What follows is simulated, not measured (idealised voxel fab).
Process module in this document: voxel transistor to metal
We display cut, a cross-section 210 nm in width whose square cells are each 5 nm.
Bands, listed from the top down, are how a cross-section gets written in this document; the cross-section itself is a grid of square cells, and a band is one or more rows of them.
It is stipulated that each band's entry specify, in nanometres, the height of the top of the band and then that of its bottom, followed by the materials of the band in left-to-right sequence, each together with its width in nanometres. A single material marked by the word "everywhere" is understood to fill the band from edge to edge; the word "air" is understood to denote empty space.
Where do heights start? At 0: under that level the wafer as delivered is made of one material only. And the lowest band has no floor; it just carries on downward, as in "0 down".
The width entry "30..40" should be interpreted row by row: the top row of cells in the band takes the first number, the bottom row takes the second number, and the change between adjacent rows is uniform throughout.
A step reported as "no change occurred" is a step in which no cell of the cross-section changed.
"Trapped cavities": sealed empty spaces, 8 cells or more, no open way to top, listed width x height at distance, with distance from the left edge and width, height and distance in nm.
What comes after the settings on a step's line is commentary from the simulator itself on that step.
overlay nm: how far to the right of its planned place the mask lay on this masked step (negative: to the left).
[Intended process steps]
step 1: op RECEIVE | material Si
step 2: op OXIDIZE | depth nm 5
step 3: op CONFORMAL_DEP | material SiN | thk nm 15
step 4: op DIRECTIONAL_DEP | material aC | thk nm 15
step 5: op PATTERN | tone cover | mask id ACTIVE | material resist | width nm 125 | thk nm 30 | overlay nm 0
step 6: op DIRECTIONAL_ETCH | etch materials aC | depth nm 15
step 7: op STRIP | etch materials resist
step 8: op DIRECTIONAL_ETCH | etch materials SiN | depth nm 15
step 9: op DIRECTIONAL_ETCH | etch materials SiO2 | depth nm 5
step 10: op DIRECTIONAL_ETCH | etch materials Si | depth nm 35
step 11: op STRIP | etch materials aC
step 12: op FILL_DEP | material SiO2 | thk nm 15
step 13: op CMP | height nm 15
step 14: op SELECTIVE_ETCH | etch materials SiO2 | depth nm 5
step 15: op STRIP | etch materials SiN
step 16: op SELECTIVE_ETCH | etch materials SiO2 | depth nm 5
step 17: op OXIDIZE | depth nm 5
step 18: op DIRECTIONAL_DEP | material polySi | thk nm 20
step 19: op DIRECTIONAL_DEP | material SiCN | thk nm 15
step 20: op PATTERN | tone cover | mask id GATE | material resist | width nm 35 | thk nm 15 | overlay nm 0
step 21: op DIRECTIONAL_ETCH | etch materials SiCN | depth nm 25
step 22: op DIRECTIONAL_ETCH | etch materials polySi | depth nm 30
step 23: op STRIP | etch materials resist
step 24: op CONFORMAL_DEP | material SiN | thk nm 10
step 25: op DIRECTIONAL_ETCH | etch materials SiN | depth nm 10
step 26: op DIRECTIONAL_ETCH | etch materials SiO2 | depth nm 5
step 27: op DIRECTIONAL_ETCH | etch materials Si | depth nm 10
step 28: op EPI | material SiGe | thk nm 10
step 29: op FILL_DEP | material SiO2 | thk nm 10
step 30: op CMP | height nm 15
step 31: op STRIP | etch materials polySi
step 32: op SELECTIVE_ETCH | etch materials SiO2 | depth nm 5
step 33: op CONFORMAL_DEP | material HfO2 | thk nm 5
step 34: op CONFORMAL_DEP | material TiN | thk nm 5
step 35: op FILL_DEP | material W | thk nm 10
step 36: op CMP | height nm 10
step 37: op DIRECTIONAL_DEP | material SiO2 | thk nm 15
step 38: op PATTERN | tone open | mask id CONTACT | material resist | width nm 15 | pitch nm 90 | thk nm 20 | overlay nm 0
step 39: op DIRECTIONAL_ETCH | etch materials SiO2 | depth nm 35
step 40: op STRIP | etch materials resist
step 41: op CONFORMAL_DEP | material TiN | thk nm 5
step 42: op FILL_DEP | material Ru | thk nm 10
step 43: op CMP | height nm 25
step 44: op DIRECTIONAL_DEP | material TiN | thk nm 5
step 45: op DIRECTIONAL_DEP | material W | thk nm 15
step 46: op PATTERN | tone cover | mask id METAL_1 | material resist | width nm 15 | pitch nm 90 | thk nm 15 | overlay nm 0
step 47: op DIRECTIONAL_ETCH | etch materials W | depth nm 15
step 48: op DIRECTIONAL_ETCH | etch materials TiN | depth nm 5
step 49: op STRIP | etch materials resist
step 50: op FILL_DEP | material lowk | thk nm 5
step 51: op CMP | height nm 45
step 52: op CONFORMAL_DEP | material SiCN | thk nm 5
step 53: op DIRECTIONAL_DEP | material SiO2 | thk nm 30
step 54: op DIRECTIONAL_DEP | material aC | thk nm 15
step 55: op PATTERN | tone open | mask id METAL_2 | material resist | width nm 15 | pitch nm 90 | thk nm 30 | overlay nm 0
step 56: op DIRECTIONAL_ETCH | etch materials aC | depth nm 15
step 57: op STRIP | etch materials resist
step 58: op DIRECTIONAL_ETCH | etch materials SiO2 | depth nm 15
step 59: op STRIP | etch materials aC
step 60: op PATTERN | tone open | mask id METAL_2_HOLES | material resist | width nm 15 | pitch nm 90 | thk nm 20 | overlay nm 0
step 61: op DIRECTIONAL_ETCH | etch materials SiO2 | depth nm 15
step 62: op DIRECTIONAL_ETCH | etch materials SiCN | depth nm 5
step 63: op STRIP | etch materials resist
step 64: op CONFORMAL_DEP | material TiN | thk nm 5
step 65: op FILL_DEP | material Ru | thk nm 10
step 66: op CMP | height nm 80
step 67: op CONFORMAL_DEP | material SiN | thk nm 5
[Cross-section of the wafer as it came to us, i.e., already through step 1]
> 0 down  Si everywhere
> Trapped cavities: none
[first wafer at the end, as planned]
> 85 to 80  SiN everywhere
> 80 to 50  SiO2=50, TiN=5, Ru=5, TiN=5, SiO2=75, TiN=5, Ru=5, TiN=5, SiO2=55
> 50 to 45  SiCN=50, TiN=15, SiCN=75, TiN=15, SiCN=55
> 45 to 30  lowk=50, W=15, lowk=75, W=15, lowk=55
> 30 to 25  lowk=50, TiN=15, lowk=75, TiN=15, lowk=55
> 25 to 10  SiO2=50, TiN=5, Ru=5, TiN=5, SiO2=75, TiN=5, Ru=5, TiN=5, SiO2=55
> 10 to 5  SiO2=50, TiN=5, Ru=5, TiN=5, SiO2=10, SiN=10, HfO2=5, TiN=5, W=15, TiN=5, HfO2=5, SiN=10, SiO2=10, TiN=5, Ru=5, TiN=5, SiO2=55
> 5 to 0  SiO2=35, SiN=10, SiO2=5, TiN=15, SiO2=10, SiN=10, HfO2=5, TiN=5, W=15, TiN=5, HfO2=5, SiN=10, SiO2=10, TiN=15, SiO2=5, SiN=10, SiO2=40
> 0 to -5  SiO2=35, SiN=10, SiGe=10, TiN=10, SiGe=10, SiN=10, HfO2=5, TiN=25, HfO2=5, SiN=10, SiGe=10, TiN=10, SiGe=10, SiN=10, SiO2=40
> -5 to -10  SiO2=45, SiGe=10, TiN=10, SiGe=10, SiO2=5, HfO2=45, SiO2=5, SiGe=10, TiN=10, SiGe=10, SiO2=50
> -10 to -20  SiO2=40, Si=5, SiGe=30, Si=55, SiGe=30, Si=5, SiO2=45
> -20 to -40  SiO2=40, Si=125, SiO2=45
> -40 down  Si everywhere
> Trapped cavities: none
[What the second wafer looks like in cross-section once the module is done. Its start and its plan matched the first wafer's exactly; what differed was one mistake in how it was run]
> 85 to 80  SiN everywhere
> 80 to 50  SiO2=50, TiN=5, Ru=5, TiN=5, SiO2=75, TiN=5, Ru=5, TiN=5, SiO2=55
> 50 to 45  SiCN=50, TiN=15, SiCN=75, TiN=15, SiCN=55
> 45 to 30  lowk=50, W=15, lowk=75, W=15, lowk=55
> 30 to 25  lowk=50, TiN=15, lowk=75, TiN=15, lowk=55
> 25 to 10  SiO2=50, TiN=5, Ru=5, TiN=5, SiO2=75, TiN=5, Ru=5, TiN=5, SiO2=55
> 10 to 5  SiO2=50, TiN=5, Ru=5, TiN=5, SiO2=10, SiN=10, SiCN=35, SiN=10, SiO2=10, TiN=5, Ru=5, TiN=5, SiO2=55
> 5 to 0  SiO2=35, SiN=10, SiO2=5, TiN=15, SiO2=10, SiN=10, SiCN=35, SiN=10, SiO2=10, TiN=15, SiO2=5, SiN=10, SiO2=40
> 0 to -5  SiO2=35, SiN=10, SiGe=10, TiN=10, SiGe=10, SiN=10, SiCN=35, SiN=10, SiGe=10, TiN=10, SiGe=10, SiN=10, SiO2=40
> -5 to -10  SiO2=45, SiGe=10, TiN=10, SiGe=10, SiO2=55, SiGe=10, TiN=10, SiGe=10, SiO2=50
> -10 to -20  SiO2=40, Si=5, SiGe=30, Si=55, SiGe=30, Si=5, SiO2=45
> -20 to -40  SiO2=40, Si=125, SiO2=45
> -40 down  Si everywhere
> Trapped cavities: none
It is concluded that the wafer was processed incorrectly with respect to the plan, in that step 18 of the plan did not run at all; it was left out
Wrapping up, a cell-based count of both wafers puts the second over or under the first for these materials: -15 HfO2, +21 SiCN, +9 SiO2, -9 TiN, -6 W
